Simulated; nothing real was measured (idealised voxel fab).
Name of the process module below: voxel fin reveal
Cross-section cut: width 295 nm, square cells of 5 nm.
If you're reading a cross-section in this doc, picture square cells in a grid; it comes to you as bands, top ones listed first down to the bottom, and a band can be one or more rows of cells. This entry defines a band. It first specifies the height of the band's top and the height of its bottom in nm, and then specifies the band's materials from left to right, stating each material with its width in nm. The word "all across" identifies a single material that fills the band from edge to edge, while the word "empty" identifies empty space. Basically, 0 is our baseline, since under it the wafer straight out of the box is all one material. The bottom band has no lower end and keeps on going down, so it looks like "top 0, no bottom". The notation "30..40" denotes a width that varies across the rows of cells in the band, beginning at the first number in the top row, finishing at the second number in the bottom row, and changing by an identical amount from each row to the next. Reading "changes: none" for a step: not a cell of the cross-section changed in it. Enclosed void listing: empty space of 8 cells or more with no open way to the top, each as width x height at its distance from the left edge, in nm. Note: text after step settings on the step line = simulator remark on that step. overlay nm: mask right of planned place by this much (step with mask). Neg. = left.
Below is the list of planned process steps
1. RECEIVE with material Si
2. CONFORMAL_DEP with material SiN, thk nm 10
3. MASKED_ETCH with tone cover, mask id FINS, width nm 15, pitch nm 45, etch materials SiN, depth nm 10, overlay nm 0
4. MASKED_ETCH with tone cover, mask id FINS, width nm 15, pitch nm 45, etch materials Si, depth nm 40, overlay nm 0
5. OXIDIZE with depth nm 5
6. FILL_DEP with material SiO2, thk nm 15
7. CMP with height nm 10
8. SELECTIVE_ETCH with etch materials SiO2, depth nm 25
9. STRIP with etch materials SiN
Cross-section, incoming material, after step 1
	top 0, no bottom = Si all across
	Enclosed void listing: none
Cross-section: first of two wafers, module finished, run according to plan
	top 0, bottom -15 = empty (120) / Si (5) / empty (40) / Si (5) / empty (125)
	top -15, bottom -45 = SiO2 (120) / Si (5) / SiO2 (40) / Si (5) / SiO2 (125)
	top -45, no bottom = Si all across
	Enclosed void listing: none
Second of two wafers, module complete, sectioned: it shares the first wafer's start and plan but was run with one mistake
	top 0, bottom -15 = empty (120) / Si (5) / empty (40) / Si (5) / empty (125)
	top -15, bottom -50 = SiO2 (120) / Si (5) / SiO2 (40) / Si (5) / SiO2 (125)
	top -50, no bottom = Si all across
	Enclosed void listing: none
Which mistake was made when the wafer was run? the process deviated at step 4: the operation and settings actually run there were MASKED_ETCH with tone cover, mask id FINS, width nm 15, pitch nm 45, etch materials Si, depth nm 45, overlay nm 0
End of process, cell counts, second wafer against first, materials with more or fewer: Si -57 | SiO2 +57
